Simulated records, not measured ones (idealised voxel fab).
This section sets out a process module, namely voxel wiring stack.
Cross-section cut spans 235 nm and uses square cells 5 nm in size.
This document writes a cross-section as a grid whose cells are square, and gives it as bands, listed from the top down; one or more rows of cells form a band. The band entry comprises the height of the band's top followed by the height of its bottom, expressed in nm, and subsequently the band's materials from left to right, each stated together with its width in nm. Where a single material is marked with the word "everywhere", that material fills the band from edge to edge. The word "blank" represents empty space. Heights from 0 (as-received wafer is one material below). Bottom band endless downward, as "top 0, no bottom". The two numbers in a width such as "30..40" mark its ends across the band: the first belongs to the top row of cells, the second to the bottom row, and from each row to the next the width moves by the same amount. Given "identical to before" for a step, no cell of the cross-section differs between before and after that step. "Closed voids list" contains a list of empty spaces, each no smaller than 8 cells and without an open way to the top, written in the form width x height at distance with the distance from the left edge and all three in nm. Formally, on a step line, whatever follows the settings is a remark that the simulator itself makes on the step. "overlay nm" on a masked step: distance the mask lay right of its planned place, negative for left.

[Process steps - plan]
1. RECEIVE [material Si]
2. CONFORMAL_DEP [material SiO2] [thk nm 10]
3. CONFORMAL_DEP [material SiN] [thk nm 5]
4. DIRECTIONAL_DEP [material lowk] [thk nm 25]
5. DIRECTIONAL_DEP [material aC] [thk nm 15]
6. PATTERN [tone open] [mask id METAL_1] [material resist] [width nm 25] [pitch nm 45] [thk nm 30] [overlay nm 0]
7. DIRECTIONAL_ETCH [etch materials aC] [depth nm 15]
8. STRIP [etch materials resist]
9. DIRECTIONAL_ETCH [etch materials lowk] [depth nm 25]
10. DIRECTIONAL_ETCH [etch materials SiN] [depth nm 5]
11. STRIP [etch materials aC]
12. CONFORMAL_DEP [material TiN] [thk nm 5]
13. FILL_DEP [material Ru] [thk nm 10]
14. CMP [height nm 40]
15. CONFORMAL_DEP [material SiCN] [thk nm 5]
16. DIRECTIONAL_DEP [material lowk] [thk nm 30]
17. PATTERN [tone open] [mask id METAL_2_HOLES] [material resist] [width nm 15] [pitch nm 90] [thk nm 20] [overlay nm 0]
18. DIRECTIONAL_ETCH [etch materials lowk] [depth nm 30]
19. STRIP [etch materials resist]
20. PATTERN [tone open] [mask id METAL_2] [material resist] [width nm 25] [pitch nm 45] [thk nm 15] [overlay nm 0]
21. DIRECTIONAL_ETCH [etch materials lowk] [depth nm 15]
22. DIRECTIONAL_ETCH [etch materials SiCN] [depth nm 5]
23. STRIP [etch materials resist]
24. CONFORMAL_DEP [material TiN] [thk nm 5]
25. FILL_DEP [material Cu] [thk nm 10]
26. CMP [height nm 75]
27. CONFORMAL_DEP [material SiCN] [thk nm 5]
28. DIRECTIONAL_DEP [material SiO2] [thk nm 30]
29. MASKED_ETCH [tone open] [mask id METAL_3] [width nm 25] [pitch nm 45] [etch materials SiO2] [depth nm 15] [overlay nm 0]
30. PATTERN [tone open] [mask id METAL_3_HOLES] [material resist] [width nm 15] [pitch nm 90] [thk nm 20] [overlay nm 0]
31. DIRECTIONAL_ETCH [etch materials SiO2] [depth nm 15]
32. DIRECTIONAL_ETCH [etch materials SiCN] [depth nm 5]
33. STRIP [etch materials resist]
34. CONFORMAL_DEP [material TiN] [thk nm 5]
35. FILL_DEP [material Ru] [thk nm 5]
36. CMP [height nm 110]
37. CONFORMAL_DEP [material SiN] [thk nm 5]

[Cross-section of the wafer at receipt, which is the condition after step 1]
- top 0, no bottom = Si everywhere
- Closed voids list: none

[Module complete, cross-section. Starting point and plan per above. One mistake made in running the module]
- top 115, bottom 110 = SiN everywhere
- top 110, bottom 100 = 60 of SiO2  5 of TiN  15 of Ru  5 of TiN  20 of SiO2  5 of TiN  15 of Ru  5 of TiN  20 of SiO2  5 of TiN  15 of Ru  5 of TiN  60 of SiO2
- top 100, bottom 95 = 60 of SiO2  5 of TiN  5 of Ru  15 of TiN  20 of SiO2  25 of TiN  20 of SiO2  5 of TiN  5 of Ru  15 of TiN  60 of SiO2
- top 95, bottom 80 = 60 of SiO2  5 of TiN  5 of Ru  5 of TiN  75 of SiO2  5 of TiN  5 of Ru  5 of TiN  70 of SiO2
- top 80, bottom 75 = 60 of SiCN  15 of TiN  75 of SiCN  15 of TiN  70 of SiCN
- top 75, bottom 45 = 60 of lowk  5 of TiN  15 of Cu  5 of TiN  20 of lowk  5 of TiN  15 of Cu  5 of TiN  20 of lowk  5 of TiN  15 of Cu  5 of TiN  60 of lowk
- top 45, bottom 40 = 60 of SiCN  25 of TiN  20 of SiCN  25 of TiN  20 of SiCN  25 of TiN  60 of SiCN
- top 40, bottom 15 = 60 of lowk  5 of TiN  15 of Ru  5 of TiN  20 of lowk  5 of TiN  15 of Ru  5 of TiN  20 of lowk  5 of TiN  15 of Ru  5 of TiN  60 of lowk
- top 15, bottom 10 = 60 of SiN  25 of TiN  20 of SiN  25 of TiN  20 of SiN  25 of TiN  60 of SiN
- top 10, bottom 0 = SiO2 everywhere
- top 0, no bottom = Si everywhere
- Closed voids list: none
What broke from the plan during processing? it should be noted that step 21 of the plan was executed twice
